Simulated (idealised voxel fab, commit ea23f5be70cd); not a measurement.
Process module, titled voxel capacitor over wiring
Cross-section cut spans 270 nm and uses square cells 5 nm in size.
Each cross-section below is a grid of square cells, stated as bands in top-down order, with one or more rows of cells making up each band. First you get the band's top height and its bottom height, in nm, and then the materials it's made of, left to right, with each width in nm. If you see a single material with "full width", that one covers the band edge to edge. "blank" is empty space. Heights are reckoned from 0. Under this level, the received wafer is all of one material. The bottommost band is open-ended downward, for example "0 and below". Width "30..40": first value at the band's top row of cells, second value at its bottom row, equal change from row to row. What does "nothing altered" mean for a step? It means no cell of the cross-section changed in that step. "Enclosed internal cavities": sealed empty spaces, 8 cells or more, no open way to top, listed width x height at distance, with distance from the left edge and width, height and distance in nm. Step line, after settings: the simulator's comment on this step. The line of a step may include "overlay nm". On a step with a mask, this value is how far to the right of its planned place the mask lay. A negative value means the mask lay to the left.
[These are the steps we planned for the process]
1 RECEIVE [material Si]
2 CONFORMAL_DEP [material SiO2] [thk nm 15]
3 CONFORMAL_DEP [material SiN] [thk nm 5]
4 DIRECTIONAL_DEP [material lowk] [thk nm 15]
5 PATTERN [tone open] [mask id METAL_1] [material resist] [width nm 25] [pitch nm 85] [thk nm 15] [overlay nm 0]
6 DIRECTIONAL_ETCH [etch materials lowk] [depth nm 15]
7 DIRECTIONAL_ETCH [etch materials SiN] [depth nm 5]
8 STRIP [etch materials resist]
9 CONFORMAL_DEP [material TiN] [thk nm 5]
10 FILL_DEP [material Cu] [thk nm 10]
11 CMP [height nm 35]
12 CONFORMAL_DEP [material SiCN] [thk nm 5]
13 DIRECTIONAL_DEP [material lowk] [thk nm 20]
14 PATTERN [tone open] [mask id PLUG_1] [material resist] [width nm 15] [thk nm 15] [overlay nm 0]
15 DIRECTIONAL_ETCH [etch materials lowk] [depth nm 20]
16 DIRECTIONAL_ETCH [etch materials SiCN] [depth nm 5]
17 STRIP [etch materials resist]
18 EPI [material Ru] [thk nm 10]
19 EPI [material Ru] [thk nm 10]
20 EPI [material Ru] [thk nm 5]
21 DIRECTIONAL_DEP [material TiN] [thk nm 5]
22 DIRECTIONAL_DEP [material HfO2] [thk nm 5]
23 DIRECTIONAL_DEP [material TiN] [thk nm 10]
24 DIRECTIONAL_DEP [material aC] [thk nm 10]
25 PATTERN [tone cover] [mask id UPPER_PLATE] [material resist] [width nm 65] [thk nm 30] [overlay nm 0]
26 DIRECTIONAL_ETCH [etch materials aC] [depth nm 10]
27 STRIP [etch materials resist]
28 DIRECTIONAL_ETCH [etch materials TiN] [depth nm 10]
29 DIRECTIONAL_ETCH [etch materials HfO2] [depth nm 5]
30 STRIP [etch materials aC]
31 DIRECTIONAL_DEP [material aC] [thk nm 15]
32 PATTERN [tone cover] [mask id LOWER_PLATE] [material resist] [width nm 75] [thk nm 35] [overlay nm 0]
33 DIRECTIONAL_ETCH [etch materials aC] [depth nm 15]
34 STRIP [etch materials resist]
35 DIRECTIONAL_ETCH [etch materials TiN] [depth nm 5]
36 STRIP [etch materials aC]
37 FILL_DEP [material SiO2] [thk nm 20]
38 CMP [height nm 95]
39 DIRECTIONAL_DEP [material aC] [thk nm 10]
40 PATTERN [tone open] [mask id PLUG_2] [material resist] [width nm 15] [thk nm 25] [overlay nm 0]
41 DIRECTIONAL_ETCH [etch materials aC] [depth nm 10]
42 STRIP [etch materials resist]
43 DIRECTIONAL_ETCH [etch materials SiO2] [depth nm 15]
44 STRIP [etch materials aC]
45 CONFORMAL_DEP [material TiN] [thk nm 5]
46 FILL_DEP [material Cu] [thk nm 5]
47 CMP [height nm 95]
48 CONFORMAL_DEP [material SiCN] [thk nm 5]
[As received (post step 1): cross-section]
  0 and below = Si full width
  Enclosed internal cavities: none
[Figure: cross-sectional view of the wafer upon completion of the module, processed from the initial state and according to the plan depicted above, with one error introduced during execution]
  100 down to 95 = SiCN full width
  95 down to 85 = 100 SiO2; 5 TiN; 5 Cu; 5 TiN; 155 SiO2
  85 down to 80 = 100 SiO2; 15 TiN; 155 SiO2
  80 down to 70 = 105 SiO2; 50 TiN; 115 SiO2
  70 down to 65 = 105 SiO2; 50 HfO2; 115 SiO2
  65 down to 60 = 85 SiO2; 5 TiN; 15 SiO2; 55 TiN; 110 SiO2
  60 down to 50 = 90 lowk; 15 TiN; 165 lowk
  50 down to 45 = 90 lowk; 15 HfO2; 165 lowk
  45 down to 40 = 90 lowk; 15 TiN; 165 lowk
  40 down to 35 = lowk full width
  35 down to 20 = 80 lowk; 5 TiN; 15 Cu; 5 TiN; 60 lowk; 5 TiN; 15 Cu; 5 TiN; 80 lowk
  20 down to 15 = 80 SiN; 25 TiN; 60 SiN; 25 TiN; 80 SiN
  15 down to 0 = SiO2 full width
  0 and below = Si full width
  Enclosed internal cavities: none
So what did we get wrong on this run? not per plan at step 12, really ran CONFORMAL_DEP [material lowk] [thk nm 5]
